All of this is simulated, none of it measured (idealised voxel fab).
Module name: voxel lift off (process module)
Pictured: cross-section cut, 155 nm wide, on a grid of 5 nm square cells.
Reading order for cross-sections: top band down to bottom band. Underlying form: a grid of square cells. Band size: one or more rows of cells. This entry defines a band. It first specifies the height of the band's top and the height of its bottom in nm, and then specifies the band's materials from left to right, stating each material with its width in nm. The word "all across" identifies a single material that fills the band from edge to edge, while the word "blank" identifies empty space. Heads up on the height convention: 0 is the point under which the incoming wafer is all one material, and the lowest band has no bottom, it just keeps going down, like "z 0 and below". When a width is written as two numbers, as in "30->40", the first number is the width in the top row of cells of the band and the second is the width in its bottom row, and the width changes by the same amount from each row to the next. The designation "stayed the same", where it is given for a processing step, indicates that no cell of the cross-section was altered in the course of that step. Empty spaces without an open route to the top, at least 8 cells in extent, make up the entry "Sealed-off cavities"; each is given as width x height at distance, where the distance is measured from the left edge, and all are in nm. Heads up: the bit after the settings on a step's line is the simulator's remark on that step. "overlay nm" answers the question of how far to the right of plan the mask lay on a step that has a mask, and when it is negative the answer is to the left.
# This section lists the process steps that were planned
| 1 | RECEIVE | material Si |
| 2 | CONFORMAL_DEP | material Al2O3 | thk nm 15 |
| 3 | PATTERN | tone open | mask id LINES | material resist | width nm 15 | pitch nm 40 | thk nm 25 | overlay nm -15 |
| 4 | DIRECTIONAL_DEP | material Ru | thk nm 15 |
| 5 | STRIP | etch materials resist |
| 6 | CONFORMAL_DEP | material SiO2 | thk nm 5 |
Where the wafers of this document differ is in the overlay nm of step 3; they start out the same, and the plan states the value that applied to the first wafer.
# First of several wafers, received after step 1, in cross-section
- z 0 and below: Si all across
- Sealed-off cavities: none
# For your reference, the table is organized with a row per wafer; each row reflects the wafer at the end of the module, indicating for each material the cells gained (+) or lost (-) since receipt, and thereafter its closed voids
overlay nm -15, +93 Al2O3, +27 Ru, +49 SiO2, Sealed-off cavities: none
overlay nm -10, +93 Al2O3, +27 Ru, +49 SiO2, Sealed-off cavities: none
overlay nm -5, +93 Al2O3, +27 Ru, +49 SiO2, Sealed-off cavities: none
overlay nm 0, +93 Al2O3, +27 Ru, +49 SiO2, Sealed-off cavities: none
overlay nm 5, +93 Al2O3, +27 Ru, +49 SiO2, Sealed-off cavities: none
overlay nm 10, +93 Al2O3, +27 Ru, +49 SiO2, Sealed-off cavities: none
overlay nm 15, +93 Al2O3, +27 Ru, +49 SiO2, Sealed-off cavities: none
